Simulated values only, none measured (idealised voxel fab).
process module | voxel transistor to metal
cross-section cut | 200 nm wide | cells 5 nm
A cross-section is a grid of square cells, given in bands from the top down. A band is one or more rows of cells.
Each band's line starts with the height of the band's top and of its bottom, in nm. Then come its materials from left to right, each with its width in nm. One material with "throughout" fills the band from edge to edge. "air" is empty space.
Height 0 is the level under which the wafer as received is all one material. The lowest band goes on downwards, as in "0 down".
A width such as "30 to 40" changes by the same amount from each row of cells to the next, from the band's top row to its bottom row.
"no change" after a step means that no cell of the cross-section changed.
closed voids: empty space of 8 cells or more with no open way to the top, each as width x height at its distance from the left edge, in nm
after a step's settings: what the simulator itself notes on the step
overlay nm, on a step with a mask: how far to the right of its planned place the mask lay; to the left if negative
plan
1 op RECEIVE | material Si
2 op CONFORMAL_DEP | material SiO2 | thk nm 5
3 op CONFORMAL_DEP | material SiN | thk nm 15
4 op PATTERN | tone cover | mask id ACTIVE | material resist | width nm 100 | thk nm 15 | overlay nm 0
5 op DIRECTIONAL_ETCH | etch materials SiN | depth nm 15
6 op DIRECTIONAL_ETCH | etch materials SiO2 | depth nm 5
7 op DIRECTIONAL_ETCH | etch materials Si | depth nm 30
8 op STRIP | etch materials resist
9 op OXIDIZE | depth nm 5
10 op FILL_DEP | material SiO2 | thk nm 5
11 op CMP | height nm 20
12 op SELECTIVE_ETCH | etch materials SiO2 | depth nm 15
13 op STRIP | etch materials SiN
14 op SELECTIVE_ETCH | etch materials SiO2 | depth nm 5
15 op OXIDIZE | depth nm 5
16 op DIRECTIONAL_DEP | material polySi | thk nm 20
17 op DIRECTIONAL_DEP | material SiCN | thk nm 15
18 op PATTERN | tone cover | mask id GATE | material resist | width nm 20 | thk nm 20 | overlay nm 0
19 op DIRECTIONAL_ETCH | etch materials SiCN | depth nm 25
20 op DIRECTIONAL_ETCH | etch materials polySi | depth nm 30
21 op STRIP | etch materials resist
22 op CONFORMAL_DEP | material SiO2 | thk nm 5
23 op DIRECTIONAL_ETCH | etch materials SiO2 | depth nm 5
24 op CONFORMAL_DEP | material SiN | thk nm 5
25 op DIRECTIONAL_ETCH | etch materials SiN | depth nm 5
26 op DIRECTIONAL_ETCH | etch materials SiO2 | depth nm 5
27 op DIRECTIONAL_ETCH | etch materials Si | depth nm 10
28 op EPI | material pSi | thk nm 15
29 op FILL_DEP | material SiO2 | thk nm 5
30 op CMP | height nm 35
31 op DIRECTIONAL_DEP | material SiO2 | thk nm 10
32 op DIRECTIONAL_DEP | material aC | thk nm 15
33 op PATTERN | tone open | mask id CONTACT | material resist | width nm 30 | pitch nm 60 | thk nm 30 | overlay nm 0
34 op DIRECTIONAL_ETCH | etch materials aC | depth nm 15
35 op STRIP | etch materials resist
36 op DIRECTIONAL_ETCH | etch materials SiO2 | depth nm 45
37 op STRIP | etch materials aC
38 op CONFORMAL_DEP | material TiN | thk nm 5
39 op FILL_DEP | material Ru | thk nm 10
40 op CMP | height nm 45
41 op DIRECTIONAL_DEP | material TiN | thk nm 5
42 op DIRECTIONAL_DEP | material W | thk nm 15
43 op PATTERN | tone cover | mask id METAL_1 | material resist | width nm 20 | pitch nm 70 | thk nm 15 | overlay nm 0
44 op DIRECTIONAL_ETCH | etch materials W | depth nm 15
45 op DIRECTIONAL_ETCH | etch materials TiN | depth nm 5
46 op STRIP | etch materials resist
47 op FILL_DEP | material lowk | thk nm 5
48 op CMP | height nm 65
49 op CONFORMAL_DEP | material SiCN | thk nm 5
50 op DIRECTIONAL_DEP | material lowk | thk nm 30
51 op MASKED_ETCH | tone open | mask id METAL_2_HOLES | width nm 15 | pitch nm 70 | etch materials lowk | depth nm 30 | overlay nm 0
52 op MASKED_ETCH | tone open | mask id METAL_2 | width nm 20 | pitch nm 70 | etch materials lowk | depth nm 20 | overlay nm 0
53 op MASKED_ETCH | tone open | mask id METAL_2 | width nm 20 | pitch nm 70 | etch materials SiCN | depth nm 5 | overlay nm 0
54 op CONFORMAL_DEP | material TiN | thk nm 5
55 op FILL_DEP | material Ru | thk nm 5
56 op CMP | height nm 100
57 op CONFORMAL_DEP | material SiN | thk nm 5
as received, after step 1
  0 down: Si throughout
  closed voids: none
first wafer at the end, as planned
  105 to 100: SiN throughout
  100 to 85: lowk 55 | TiN 5 | Ru 10 | TiN 5 | lowk 50 | TiN 5 | Ru 10 | TiN 5 | lowk 55
  85 to 80: lowk 55 | TiN 5 | Ru 5 | TiN 10 | lowk 50 | TiN 5 | Ru 5 | TiN 10 | lowk 55
  80 to 70: lowk 55 | TiN 5 | Ru 5 | TiN 5 | lowk 55 | TiN 5 | Ru 5 | TiN 5 | lowk 60
  70 to 65: SiCN 55 | TiN 15 | SiCN 55 | TiN 15 | SiCN 60
  65 to 50: lowk 55 | W 20 | lowk 50 | W 20 | lowk 55
  50 to 45: lowk 55 | TiN 20 | lowk 50 | TiN 20 | lowk 55
  45 to 35: SiO2 55 | TiN 5 | Ru 20 to 15 | TiN 5 to 10 | SiO2 30 | TiN 5 to 10 | Ru 20 to 15 | TiN 5 | SiO2 55
  35 to 20: SiO2 55 | TiN 5 | Ru 15 | TiN 5 | SiN 5 | SiO2 5 | SiCN 20 | SiO2 5 | SiN 5 | TiN 5 | Ru 15 | TiN 5 | SiO2 55
  20 to 15: SiO2 55 | TiN 5 | Ru 15 | TiN 5 | SiN 5 | SiO2 5 | polySi 20 | SiO2 5 | SiN 5 | TiN 5 | Ru 15 | TiN 5 | SiO2 55
  15 to 10: SiO2 55 | TiN 25 | SiN 5 | SiO2 5 | polySi 20 | SiO2 5 | SiN 5 | TiN 25 | SiO2 55
  10 to 0: SiO2 55 | TiN 10 | pSi 15 | SiN 5 | SiO2 5 | polySi 20 | SiO2 5 | SiN 5 | pSi 15 | TiN 10 | SiO2 55
  0 to -5: SiO2 50 | pSi 30 | SiO2 40 | pSi 30 | SiO2 50
  -5 to -15: SiO2 55 | pSi 25 | Si 40 | pSi 25 | SiO2 55
  -15 to -35: SiO2 55 | Si 90 | SiO2 55
  -35 down: Si throughout
  closed voids: none
second wafer at the end: like start, like plan, one mistake
  105 to 100: SiN throughout
  100 to 85: lowk 55 | TiN 5 | Ru 10 | TiN 5 | lowk 50 | TiN 5 | Ru 10 | TiN 5 | lowk 55
  85 to 80: lowk 55 | TiN 5 | Ru 5 | TiN 10 | lowk 50 | TiN 5 | Ru 5 | TiN 10 | lowk 55
  80 to 70: lowk 55 | TiN 5 | Ru 5 | TiN 5 | lowk 55 | TiN 5 | Ru 5 | TiN 5 | lowk 60
  70 to 65: SiCN 55 | TiN 15 | SiCN 55 | TiN 15 | SiCN 60
  65 to 50: TiN 55 | W 20 | TiN 50 | W 20 | TiN 55
  50 to 45: TiN throughout
  45 to 35: SiO2 55 | TiN 5 | Ru 20 to 15 | TiN 5 to 10 | SiO2 30 | TiN 5 to 10 | Ru 20 to 15 | TiN 5 | SiO2 55
  35 to 20: SiO2 55 | TiN 5 | Ru 15 | TiN 5 | SiN 5 | SiO2 5 | SiCN 20 | SiO2 5 | SiN 5 | TiN 5 | Ru 15 | TiN 5 | SiO2 55
  20 to 15: SiO2 55 | TiN 5 | Ru 15 | TiN 5 | SiN 5 | SiO2 5 | polySi 20 | SiO2 5 | SiN 5 | TiN 5 | Ru 15 | TiN 5 | SiO2 55
  15 to 10: SiO2 55 | TiN 25 | SiN 5 | SiO2 5 | polySi 20 | SiO2 5 | SiN 5 | TiN 25 | SiO2 55
  10 to 0: SiO2 55 | TiN 10 | pSi 15 | SiN 5 | SiO2 5 | polySi 20 | SiO2 5 | SiN 5 | pSi 15 | TiN 10 | SiO2 55
  0 to -5: SiO2 50 | pSi 30 | SiO2 40 | pSi 30 | SiO2 50
  -5 to -15: SiO2 55 | pSi 25 | Si 40 | pSi 25 | SiO2 55
  -15 to -35: SiO2 55 | Si 90 | SiO2 55
  -35 down: Si throughout
  closed voids: none
what went wrong: step 47 ran as: op FILL_DEP | material TiN | thk nm 5
at the end the second wafer has, in cells: 128 more of TiN | 128 fewer of lowk
